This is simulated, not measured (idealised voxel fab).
The document below concerns the process module designated voxel wiring stack.
Cross-section cut: width 190 nm, square cells of 5 nm.
This document writes a cross-section as a grid whose cells are square, and gives it as bands, listed from the top down; one or more rows of cells form a band.
Within each band entry, the heights of the top and of the bottom of the band appear first, in that order and in nm; the materials of the band then follow from left to right, each with its corresponding width in nm. The designation "everywhere" on a single material indicates that it fills the band from edge to edge; the designation "air" indicates empty space.
We count height from 0. Below that, the starting wafer is all one material. The lowest band never ends at the bottom but goes on down; see "top 0, no bottom" for how that is written.
With a width like "30 to 40", each row of cells in the band differs from the next by the same amount, the top row carrying the first number and the bottom row the second.
"identical to before" after a step means that no cell of the cross-section changed.
"closed voids": sealed empty spaces, 8 cells or more, no open way to top, listed width x height at distance, with distance from the left edge and width, height and distance in nm.
The remark found on a step's line after its settings is issued by the simulator itself and pertains to that step.
For masked steps, "overlay nm" on the step line gives how far right of plan the mask actually lay; a minus sign means it lay to the left.

Planned step list for the process:
1,RECEIVE with material Si
2,CONFORMAL_DEP with material SiO2, thk nm 15
3,CONFORMAL_DEP with material SiN, thk nm 5
4,DIRECTIONAL_DEP with material SiO2, thk nm 20
5,PATTERN with tone open, mask id METAL_1, material resist, width nm 25, pitch nm 40, thk nm 20, overlay nm 0
6,DIRECTIONAL_ETCH with etch materials SiO2, depth nm 20
7,DIRECTIONAL_ETCH with etch materials SiN, depth nm 5
8,STRIP with etch materials resist
9,CONFORMAL_DEP with material TiN, thk nm 5
10,FILL_DEP with material W, thk nm 5
11,CMP with height nm 40
12,EPI with material Ru, thk nm 5
13,FILL_DEP with material SiCN, thk nm 5
14,DIRECTIONAL_DEP with material SiO2, thk nm 30
15,DIRECTIONAL_DEP with material aC, thk nm 10
16,PATTERN with tone open, mask id METAL_2, material resist, width nm 25, pitch nm 40, thk nm 30, overlay nm 0
17,DIRECTIONAL_ETCH with etch materials aC, depth nm 10
18,STRIP with etch materials resist
19,DIRECTIONAL_ETCH with etch materials SiO2, depth nm 15
20,STRIP with etch materials aC
21,PATTERN with tone open, mask id METAL_2_HOLES, material resist, width nm 15, thk nm 15, overlay nm 0
22,DIRECTIONAL_ETCH with etch materials SiO2, depth nm 15
23,DIRECTIONAL_ETCH with etch materials SiCN, depth nm 5
24,STRIP with etch materials resist
25,CONFORMAL_DEP with material TiN, thk nm 5
26,FILL_DEP with material Ru, thk nm 10
27,CMP with height nm 80
28,CONFORMAL_DEP with material SiCN, thk nm 5
29,DIRECTIONAL_DEP with material SiO2, thk nm 15
30,DIRECTIONAL_DEP with material aC, thk nm 15
31,PATTERN with tone open, mask id PLUG_2, material resist, width nm 15, thk nm 35, overlay nm 0
32,DIRECTIONAL_ETCH with etch materials aC, depth nm 15
33,STRIP with etch materials resist
34,DIRECTIONAL_ETCH with etch materials SiO2, depth nm 15
35,DIRECTIONAL_ETCH with etch materials SiCN, depth nm 5
36,STRIP with etch materials aC
37,CONFORMAL_DEP with material TiN, thk nm 5
38,FILL_DEP with material Ru, thk nm 5
39,CMP with height nm 100
40,DIRECTIONAL_DEP with material TiN, thk nm 5
41,DIRECTIONAL_DEP with material W, thk nm 20
42,PATTERN with tone cover, mask id METAL_3, material resist, width nm 25, pitch nm 40, thk nm 20, overlay nm 0
43,DIRECTIONAL_ETCH with etch materials W, depth nm 20
44,DIRECTIONAL_ETCH with etch materials TiN, depth nm 5
45,STRIP with etch materials resist
46,CONFORMAL_DEP with material SiN, thk nm 5
47,FILL_DEP with material SiO2, thk nm 5
48,CMP with height nm 125
49,CONFORMAL_DEP with material SiCN, thk nm 5

As-received state of the wafer in cross-section, equivalent to post-step 1:
- top 0, no bottom | Si everywhere
- closed voids: none

Cross-sectional view of the first of the two wafers upon completion of the module, processed in accordance with the plan:
- top 130, bottom 125 | SiCN everywhere
- top 125, bottom 105 | SiO2 55  SiN 5  W 25  SiN 5  SiO2 5  SiN 5  W 25  SiN 5  SiO2 60
- top 105, bottom 100 | SiN 60  TiN 25  SiN 15  TiN 25  SiN 65
- top 100, bottom 85 | SiO2 60  TiN 5  Ru 5  TiN 5  SiO2 115
- top 85, bottom 80 | SiCN 60  TiN 15  SiCN 115
- top 80, bottom 70 | SiO2 60  TiN 5  Ru 15  TiN 5  SiO2 15  TiN 5  Ru 15  TiN 5  SiO2 65
- top 70, bottom 65 | SiO2 60  TiN 5  Ru 5  TiN 15  SiO2 15  TiN 25  SiO2 65
- top 65, bottom 50 | SiO2 60  TiN 5  Ru 5  TiN 5  SiO2 115
- top 50, bottom 45 | SiCN 60  TiN 15  SiCN 115
- top 45, bottom 40 | SiCN 55  Ru 35  SiCN 5  Ru 35  SiCN 60
- top 40, bottom 20 | SiO2 60  TiN 5  W 15  TiN 5  SiO2 15  TiN 5  W 15  TiN 5  SiO2 65
- top 20, bottom 15 | SiN 60  TiN 25  SiN 15  TiN 25  SiN 65
- top 15, bottom 0 | SiO2 everywhere
- top 0, no bottom | Si everywhere
- closed voids: none

second wafer at the end: like start, like plan, one mistake:
- top 130, bottom 125 | SiCN everywhere
- top 125, bottom 105 | SiO2 55  SiN 5  W 25  SiN 5  SiO2 5  SiN 5  W 25  SiN 5  SiO2 60
- top 105, bottom 100 | SiN 60  TiN 25  SiN 15  TiN 25  SiN 65
- top 100, bottom 85 | SiO2 60  TiN 5  Ru 5  TiN 5  SiO2 115
- top 85, bottom 80 | SiCN 60  TiN 15  SiCN 115
- top 80, bottom 75 | TiN 65  Ru 5  TiN 120
- top 75, bottom 65 | SiO2 60  TiN 5  Ru 5  TiN 5  SiO2 115
- top 65, bottom 60 | SiO2 60  TiN 15  SiO2 115
- top 60, bottom 50 | aC everywhere
- top 50, bottom 45 | SiCN everywhere
- top 45, bottom 40 | SiCN 55  Ru 35  SiCN 5  Ru 35  SiCN 60
- top 40, bottom 20 | SiO2 60  TiN 5  W 15  TiN 5  SiO2 15  TiN 5  W 15  TiN 5  SiO2 65
- top 20, bottom 15 | SiN 60  TiN 25  SiN 15  TiN 25  SiN 65
- top 15, bottom 0 | SiO2 everywhere
- top 0, no bottom | Si everywhere
- closed voids: none
Short version of what went wrong: steps 14 and 15 of the plan were each performed in the slot designated for the other
Final difference in cells, second wafer against first, listed per material as more or fewer: Ru: 13 fewer; SiCN: 3 more; SiO2: 84 fewer; TiN: 18 more; aC: 76 more
